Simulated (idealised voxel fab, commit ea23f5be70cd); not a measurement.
process module | voxel fin reveal
cross-section cut | 270 nm wide | cells 5 nm
A cross-section is a grid of square cells, given in bands from the top down. A band is one or more rows of cells.
Each band's line starts with the height of the band's top and of its bottom, in nm. Then come its materials from left to right, each with its width in nm. One material with "throughout" fills the band from edge to edge. "air" is empty space.
Height 0 is the level under which the wafer as received is all one material. The lowest band goes on downwards, as in "0 down".
A width such as "30 to 40" changes by the same amount from each row of cells to the next, from the band's top row to its bottom row.
"no change" after a step means that no cell of the cross-section changed.
closed voids: empty space of 8 cells or more with no open way to the top, each as width x height at its distance from the left edge, in nm
after a step's settings: what the simulator itself notes on the step
overlay nm, on a step with a mask: how far to the right of its planned place the mask lay; to the left if negative
plan
1 op RECEIVE | material Si
2 op CONFORMAL_DEP | material SiN | thk nm 5
3 op MASKED_ETCH | tone cover | mask id FINS | width nm 15 | pitch nm 40 | etch materials SiN | depth nm 5 | overlay nm 0
4 op MASKED_ETCH | tone cover | mask id FINS | width nm 15 | pitch nm 40 | etch materials Si | depth nm 40 | overlay nm 0
5 op OXIDIZE | depth nm 5
6 op FILL_DEP | material SiO2 | thk nm 10
7 op CMP | height nm 5
8 op SELECTIVE_ETCH | etch materials SiO2 | depth nm 20
9 op STRIP | etch materials SiN
10 op CONFORMAL_DEP | material HfO2 | thk nm 5
as received, after step 1
  0 down: Si throughout
  closed voids: none
a wafer at the end: this start, this plan, one mistake
  5 to 0: air 85 | HfO2 15 | air 25 | HfO2 15 | air 25 | HfO2 15 | air 90
  0 to -10: air 85 | HfO2 5 | Si 5 | HfO2 5 | air 25 | HfO2 5 | Si 5 | HfO2 5 | air 25 | HfO2 5 | Si 5 | HfO2 5 | air 90
  -10 to -15: HfO2 70 | air 15 | HfO2 5 | Si 5 | HfO2 5 | air 25 | HfO2 5 | Si 5 | HfO2 5 | air 25 | HfO2 5 | Si 5 | HfO2 5 | air 15 | HfO2 75
  -15 to -20: SiO2 65 | HfO2 25 | Si 5 | HfO2 35 | Si 5 | HfO2 35 | Si 5 | HfO2 25 | SiO2 70
  -20 to -45: SiO2 90 | Si 5 | SiO2 35 | Si 5 | SiO2 35 | Si 5 | SiO2 95
  -45 down: Si throughout
  closed voids: none
what went wrong: steps 8 and 9 were swapped
